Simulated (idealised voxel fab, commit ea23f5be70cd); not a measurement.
The name of this process module is voxel trench capacitor.
Shown is cross-section cut, with a width of 195 nm and square cells of size 5 nm.
A cross-section is a grid of square cells, given in bands from the top down. A band is one or more rows of cells.
Read a band's entry like this: the first values are the height of its top and the height of its bottom in nm, and what follows is the sequence of materials from left to right, each with its width in nm. Note that "empty" is empty space, and that a single material marked "full width" reaches across the band from edge to edge.
For the purposes of this specification, 0 denotes the height below which the wafer in its as-received condition is composed wholly of one material, and the lowermost band, lacking a lower limit, extends downward without end, as expressed in "0 down".
A two-number width, for instance "30->40", indicates that the width is equal to the first number in the top row of the band and to the second number in the bottom row, and that it changes by a constant amount per row of cells.
A step reported as "no modifications" is a step in which no cell of the cross-section changed.
Closed-off voids of 8+ cells (no open route to the top) go in "Closed cavity list", written width x height at distance from the left edge, in nm.
Heads up: the bit after the settings on a step's line is the simulator's remark on that step.
The "overlay nm" setting may appear on a step's line; for a step that uses a mask, it gives how far to the right of its planned position the mask lay, and a negative value indicates the left.
List of planned process steps:
1 op RECEIVE | material Si
2 op CONFORMAL_DEP | material SiN | thk nm 5
3 op DIRECTIONAL_DEP | material aC | thk nm 15
4 op PATTERN | tone open | mask id TRENCH | material resist | width nm 25 | pitch nm 50 | thk nm 30 | overlay nm -15
5 op DIRECTIONAL_ETCH | etch materials aC | depth nm 15
6 op STRIP | etch materials resist
7 op DIRECTIONAL_ETCH | etch materials SiN | depth nm 5
8 op DIRECTIONAL_ETCH | etch materials Si | depth nm 40
9 op STRIP | etch materials aC
10 op CONFORMAL_DEP | material Al2O3 | thk nm 5
11 op CONFORMAL_DEP | material TiN | thk nm 5
12 op FILL_DEP | material W | thk nm 10
13 op CMP | height nm 5
Same starting wafers, different overlay nm at step 4. Plan value belongs to the first wafer.
Cross-section of the first of several wafers as received (after step 1):
* 0 down | Si full width
* Closed cavity list: none
After the module's final step, step 13: the first of several wafers in cross-section:
* 5 to 0 | SiN=20; Al2O3=5; TiN=5; W=5; TiN=5; Al2O3=5; SiN=25; Al2O3=5; TiN=5; W=5; TiN=5; Al2O3=5; SiN=25; Al2O3=5; TiN=5; W=5; TiN=5; Al2O3=5; SiN=50
* 0 to -30 | Si=20; Al2O3=5; TiN=5; W=5; TiN=5; Al2O3=5; Si=25; Al2O3=5; TiN=5; W=5; TiN=5; Al2O3=5; Si=25; Al2O3=5; TiN=5; W=5; TiN=5; Al2O3=5; Si=50
* -30 to -35 | Si=20; Al2O3=5; TiN=15; Al2O3=5; Si=25; Al2O3=5; TiN=15; Al2O3=5; Si=25; Al2O3=5; TiN=15; Al2O3=5; Si=50
* -35 to -40 | Si=20; Al2O3=25; Si=25; Al2O3=25; Si=25; Al2O3=25; Si=50
* -40 down | Si full width
* Closed cavity list: none
Sectional view of the last wafer upon completion of the module:
* 5 to 0 | SiN=50; Al2O3=5; TiN=5; W=5; TiN=5; Al2O3=5; SiN=25; Al2O3=5; TiN=5; W=5; TiN=5; Al2O3=5; SiN=25; Al2O3=5; TiN=5; W=5; TiN=5; Al2O3=5; SiN=20
* 0 to -30 | Si=50; Al2O3=5; TiN=5; W=5; TiN=5; Al2O3=5; Si=25; Al2O3=5; TiN=5; W=5; TiN=5; Al2O3=5; Si=25; Al2O3=5; TiN=5; W=5; TiN=5; Al2O3=5; Si=20
* -30 to -35 | Si=50; Al2O3=5; TiN=15; Al2O3=5; Si=25; Al2O3=5; TiN=15; Al2O3=5; Si=25; Al2O3=5; TiN=15; Al2O3=5; Si=20
* -35 to -40 | Si=50; Al2O3=25; Si=25; Al2O3=25; Si=25; Al2O3=25; Si=20
* -40 down | Si full width
* Closed cavity list: none
Below is a per-wafer table. In it, each row describes the wafer at the end of the module by giving, for each material, the number of cells gained (+) or lost (-) since the wafer was received, and after that the closed voids of the wafer:
overlay nm -15; +63 Al2O3; -120 Si; +24 SiN; +51 TiN; +21 W; Closed cavity list: none
overlay nm -10; +63 Al2O3; -120 Si; +24 SiN; +51 TiN; +21 W; Closed cavity list: none
overlay nm -5; +63 Al2O3; -120 Si; +24 SiN; +51 TiN; +21 W; Closed cavity list: none
overlay nm 0; +63 Al2O3; -120 Si; +24 SiN; +51 TiN; +21 W; Closed cavity list: none
overlay nm 5; +63 Al2O3; -120 Si; +24 SiN; +51 TiN; +21 W; Closed cavity list: none
overlay nm 10; +63 Al2O3; -120 Si; +24 SiN; +51 TiN; +21 W; Closed cavity list: none
overlay nm 15; +63 Al2O3; -120 Si; +24 SiN; +51 TiN; +21 W; Closed cavity list: none
